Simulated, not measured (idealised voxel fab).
process module | voxel self aligned contacts
cross-section cut | 265 nm wide | cells 5 nm
A cross-section is a grid of square cells, given in bands from the top down. A band is one or more rows of cells.
Each band's line starts with the height of the band's top and of its bottom, in nm. Then come its materials from left to right, each with its width in nm. One material with "throughout" fills the band from edge to edge. "air" is empty space.
Height 0 is the level under which the wafer as received is all one material. The lowest band goes on downwards, as in "0 down".
A width such as "30 to 40" changes by the same amount from each row of cells to the next, from the band's top row to its bottom row.
"no change" after a step means that no cell of the cross-section changed.
closed voids: empty space of 8 cells or more with no open way to the top, each as width x height at its distance from the left edge, in nm
after a step's settings: what the simulator itself notes on the step
overlay nm, on a step with a mask: how far to the right of its planned place the mask lay; to the left if negative
plan
1 op RECEIVE | material Si
2 op CONFORMAL_DEP | material SiO2 | thk nm 5
3 op DIRECTIONAL_DEP | material polySi | thk nm 25
4 op DIRECTIONAL_DEP | material SiN | thk nm 20
5 op DIRECTIONAL_DEP | material aC | thk nm 10
6 op PATTERN | tone cover | mask id GATE | material resist | width nm 25 | pitch nm 70 | thk nm 30 | overlay nm 0
7 op DIRECTIONAL_ETCH | etch materials aC | depth nm 10
8 op STRIP | etch materials resist
9 op DIRECTIONAL_ETCH | etch materials SiN | depth nm 20
10 op DIRECTIONAL_ETCH | etch materials polySi | depth nm 25
11 op STRIP | etch materials aC
12 op CONFORMAL_DEP | material SiN | thk nm 10
13 op DIRECTIONAL_ETCH | etch materials SiN | depth nm 10
14 op FILL_DEP | material SiO2 | thk nm 15
15 op CMP | height nm 55
16 op DIRECTIONAL_DEP | material aC | thk nm 15
17 op PATTERN | tone open | mask id CONTACT | material resist | width nm 55 | thk nm 35 | overlay nm 0
18 op DIRECTIONAL_ETCH | etch materials aC | depth nm 15
19 op STRIP | etch materials resist
20 op DIRECTIONAL_ETCH | etch materials SiO2 | depth nm 55
21 op STRIP | etch materials aC
22 op CONFORMAL_DEP | material TiN | thk nm 5
23 op FILL_DEP | material Ru | thk nm 10
24 op CMP | height nm 55
25 op CONFORMAL_DEP | material SiN | thk nm 5
varied across the wafers: thk nm of step 2. The plan shows the first wafer's value. All wafers start alike
first wafer as received, after step 1
  0 down: Si throughout
  closed voids: none
each wafer at the end: cells of each material gained (+) or lost (-) since it was received, then its closed voids
thk nm 5 | +30 Ru | +165 SiN | +360 SiO2 | +31 TiN | +50 polySi | closed voids: none
thk nm 10 | +30 Ru | +165 SiN | +366 SiO2 | +25 TiN | +50 polySi | closed voids: none
thk nm 15 | +30 Ru | +147 SiN | +384 SiO2 | +25 TiN | +50 polySi | closed voids: none
thk nm 20 | +30 Ru | +129 SiN | +402 SiO2 | +25 TiN | +50 polySi | closed voids: none
